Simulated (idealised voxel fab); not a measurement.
The following is a process module called voxel ribs on slabs.
We display cut, a cross-section 270 nm in width whose square cells are each 5 nm.
In what follows, cross-sections appear as grids of square cells, described through bands that run from the top down, where every band is one or more rows of cells. Top height, bottom height, nm. Materials left to right, width each, nm. Single material + "full width" = fills band edge to edge. "air" = empty. Convention: height 0 is the level below which the wafer, as received, is all one material. The lowest band does not terminate at the bottom but continues downward, represented as "top 0, no bottom". Width: "30 to 40" (first number = top row, second number = bottom row, same change from row to row of cells). You'll sometimes find "stayed the same" written for a step, and that's the way of saying that nowhere in the cross-section did a cell change during that step. "Catalogued sealed voids" specifies each empty space that is not open to the top and that occupies no fewer than 8 cells, using the form width x height at distance, the distance measured from the left edge and all three quantities in nm. Post-settings text on a step line: simulator's own remark regarding the step. The "overlay nm" setting may appear on a step's line; for a step that uses a mask, it gives how far to the right of its planned position the mask lay, and a negative value indicates the left.
Planned process steps
1) op RECEIVE | material Si
2) op DIRECTIONAL_DEP | material SiO2 | thk nm 25
3) op DIRECTIONAL_DEP | material polySi | thk nm 15
4) op DIRECTIONAL_DEP | material aC | thk nm 15
5) op PATTERN | tone cover | mask id RIB | material resist | width nm 20 | thk nm 30 | overlay nm 0
6) op DIRECTIONAL_ETCH | etch materials aC | depth nm 15
7) op STRIP | etch materials resist
8) op DIRECTIONAL_ETCH | etch materials polySi | depth nm 10
9) op STRIP | etch materials aC
10) op MASKED_ETCH | tone cover | mask id SLAB | width nm 50 | etch materials polySi | depth nm 5 | overlay nm 0
11) op FILL_DEP | material SiO2 | thk nm 25
12) op CMP | height nm 55
13) op DIRECTIONAL_DEP | material W | thk nm 5
14) op DIRECTIONAL_DEP | material aC | thk nm 10
15) op PATTERN | tone cover | mask id HEATER | material resist | width nm 30 | thk nm 25 | overlay nm 0
16) op DIRECTIONAL_ETCH | etch materials aC | depth nm 10
17) op STRIP | etch materials resist
18) op DIRECTIONAL_ETCH | etch materials W | depth nm 5
19) op STRIP | etch materials aC
20) op CONFORMAL_DEP | material SiN | thk nm 10
The cross-section here shows the wafer as received, i.e. in its state after step 1
top 0, no bottom  Si full width
Catalogued sealed voids: none
Wafer cross-section at end of module: start and plan as shown above, one execution error
top 70, bottom 65  110 nm air, 50 nm SiN, 110 nm air
top 65, bottom 60  SiN full width
top 60, bottom 55  120 nm SiN, 30 nm W, 120 nm SiN
top 55, bottom 45  SiO2 full width
top 45, bottom 40  110 nm SiO2, 50 nm polySi, 110 nm SiO2
top 40, bottom 25  aC full width
top 25, bottom 0  SiO2 full width
top 0, no bottom  Si full width
Catalogued sealed voids: none
Finding, execution versus plan: steps 3 and 4 of the plan were run in the wrong order, each in the other's place
